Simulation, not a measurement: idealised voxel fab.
The name of this process module is voxel ribs on slabs.
Square cells of 5 nm make up the cross-section cut, whose width is 250 nm.
Each cross-section below is a grid of square cells, stated as bands in top-down order, with one or more rows of cells making up each band. Read a band's entry like this: the first values are the height of its top and the height of its bottom in nm, and what follows is the sequence of materials from left to right, each with its width in nm. Note that "blank" is empty space, and that a single material marked "all across" reaches across the band from edge to edge. Beneath 0, the wafer as received is one material, and that level is where height counting begins. The lowest band goes on downward without a bottom; it is written like "0 and below". So if you see something like "30 to 40" for the width, read it as the top row of the band sitting at the first number and the bottom row at the second, with every row in between moving by the same amount as the last. Step note "changes: none" = no cross-section cell changed. If an empty space has no open way to the top and is at least 8 cells in size, "Entrapped void list" lists it, written width x height at distance, where distance is measured from the left edge and every value is in nm. Read whatever lies past the settings on a step's line as the simulator's own remark about the step. The setting "overlay nm" may be written on the line of a step. When the step uses a mask, the value reports how far to the right of the planned place the mask lay, and a negative value reports that it lay to the left.

### Planned step list for the process
1 RECEIVE,material Si
2 DIRECTIONAL_DEP,material SiO2,thk nm 30
3 DIRECTIONAL_DEP,material SiN,thk nm 15
4 PATTERN,tone cover,mask id RIB,material resist,width nm 25,thk nm 15,overlay nm 0
5 DIRECTIONAL_ETCH,etch materials SiN,depth nm 5
6 STRIP,etch materials resist
7 MASKED_ETCH,tone cover,mask id SLAB,width nm 75,etch materials SiN,depth nm 10,overlay nm 0
8 FILL_DEP,material SiO2,thk nm 25
9 CMP,height nm 60
10 DIRECTIONAL_DEP,material TiN,thk nm 10
11 DIRECTIONAL_DEP,material aC,thk nm 10
12 PATTERN,tone cover,mask id HEATER,material resist,width nm 35,thk nm 30,overlay nm 0
13 DIRECTIONAL_ETCH,etch materials aC,depth nm 10
14 STRIP,etch materials resist
15 DIRECTIONAL_ETCH,etch materials TiN,depth nm 10
16 STRIP,etch materials aC
17 CONFORMAL_DEP,material SiN,thk nm 5

### Run as planned: first of two wafers

### Delivered wafer in cross-section: state after step 1
  0 and below: Si all across
  Entrapped void list: none

### After step 2: wafer cross-section
  30 down to 0: SiO2 all across
  below 0: unchanged

### After step 3: wafer cross-section
  45 down to 30: SiN all across
  below 30: unchanged

### After step 4: wafer cross-section
  60 down to 45: blank (110) / resist (25) / blank (115)
  below 45: unchanged

### After step 5: wafer cross-section
  60 down to 45: blank (110) / resist (25) / blank (115)
  45 down to 40: blank (110) / SiN (25) / blank (115)
  below 40: unchanged

### After step 6: wafer cross-section
  45 down to 40: blank (110) / SiN (25) / blank (115)
  below 40: unchanged

### After step 7: wafer cross-section
  45 down to 40: blank (110) / SiN (25) / blank (115)
  40 down to 30: blank (85) / SiN (75) / blank (90)
  below 30: unchanged

### After step 8: wafer cross-section
  70 down to 45: SiO2 all across
  45 down to 40: SiO2 (110) / SiN (25) / SiO2 (115)
  40 down to 30: SiO2 (85) / SiN (75) / SiO2 (90)
  below 30: unchanged

### After step 9: wafer cross-section
  60 down to 45: SiO2 all across
  below 45: unchanged

### After step 10: wafer cross-section
  70 down to 60: TiN all across
  below 60: unchanged

### After step 11: wafer cross-section
  80 down to 70: aC all across
  below 70: unchanged

### After step 12: wafer cross-section
  110 down to 80: blank (105) / resist (35) / blank (110)
  below 80: unchanged

### After step 13: wafer cross-section
  100 down to 80: blank (105) / resist (35) / blank (110)
  80 down to 70: blank (105) / aC (35) / blank (110)
  below 70: unchanged

### After step 14: wafer cross-section
  80 down to 70: blank (105) / aC (35) / blank (110)
  below 70: unchanged

### After step 15: wafer cross-section
  80 down to 70: blank (105) / aC (35) / blank (110)
  70 down to 60: blank (105) / TiN (35) / blank (110)
  below 60: unchanged

### After step 16: wafer cross-section
  70 down to 60: blank (105) / TiN (35) / blank (110)
  below 60: unchanged

### After step 17: wafer cross-section
  75 down to 70: blank (100) / SiN (45) / blank (105)
  70 down to 65: blank (100) / SiN (5) / TiN (35) / SiN (5) / blank (105)
  65 down to 60: SiN (105) / TiN (35) / SiN (110)
  below 60: unchanged

### Now the other wafer: same start, same recipe, but we messed up one thing when running it. Up to and including step 3 it's the same as the first one

### X-section, second wafer, when step 4 was due to finish
  60 down to 45: blank (105) / resist (35) / blank (110)
  below 45: unchanged

### X-section, second wafer, when step 5 was due to finish
  60 down to 45: blank (105) / resist (35) / blank (110)
  45 down to 40: blank (105) / SiN (35) / blank (110)
  below 40: unchanged

### X-section, second wafer, when step 6 was due to finish
  45 down to 40: blank (105) / SiN (35) / blank (110)
  below 40: unchanged

### X-section, second wafer, when step 7 was due to finish
  45 down to 40: blank (105) / SiN (35) / blank (110)
  40 down to 30: blank (85) / SiN (75) / blank (90)
  below 30: unchanged

### X-section, second wafer, when step 8 was due to finish
  70 down to 45: SiO2 all across
  45 down to 40: SiO2 (105) / SiN (35) / SiO2 (110)
  40 down to 30: SiO2 (85) / SiN (75) / SiO2 (90)
  below 30: unchanged

### X-section, second wafer, when step 9 was due to finish
  60 down to 45: SiO2 all across
  below 45: unchanged

### X-section, second wafer, when step 10 was due to finish
  70 down to 60: TiN all across
  below 60: unchanged

### X-section, second wafer, when step 11 was due to finish
  80 down to 70: aC all across
  below 70: unchanged

### X-section, second wafer, when step 12 was due to finish
  110 down to 80: blank (105) / resist (35) / blank (110)
  below 80: unchanged

### X-section, second wafer, when step 13 was due to finish
  100 down to 80: blank (105) / resist (35) / blank (110)
  80 down to 70: blank (105) / aC (35) / blank (110)
  below 70: unchanged

### X-section, second wafer, when step 14 was due to finish
  80 down to 70: blank (105) / aC (35) / blank (110)
  below 70: unchanged

### X-section, second wafer, when step 15 was due to finish
  80 down to 70: blank (105) / aC (35) / blank (110)
  70 down to 60: blank (105) / TiN (35) / blank (110)
  below 60: unchanged

### X-section, second wafer, when step 16 was due to finish
  70 down to 60: blank (105) / TiN (35) / blank (110)
  below 60: unchanged

### X-section, second wafer, when step 17 was due to finish
  75 down to 70: blank (100) / SiN (45) / blank (105)
  70 down to 65: blank (100) / SiN (5) / TiN (35) / SiN (5) / blank (105)
  65 down to 60: SiN (105) / TiN (35) / SiN (110)
  below 60: unchanged
What was the processing mistake? planned and actual differ for step 4; actual: PATTERN,tone cover,mask id RIB,material resist,width nm 35,thk nm 15,overlay nm 0
In the final state, the cell counts of the second wafer exceed or fall short of those of the first for the following materials: +2 SiN; -2 SiO2
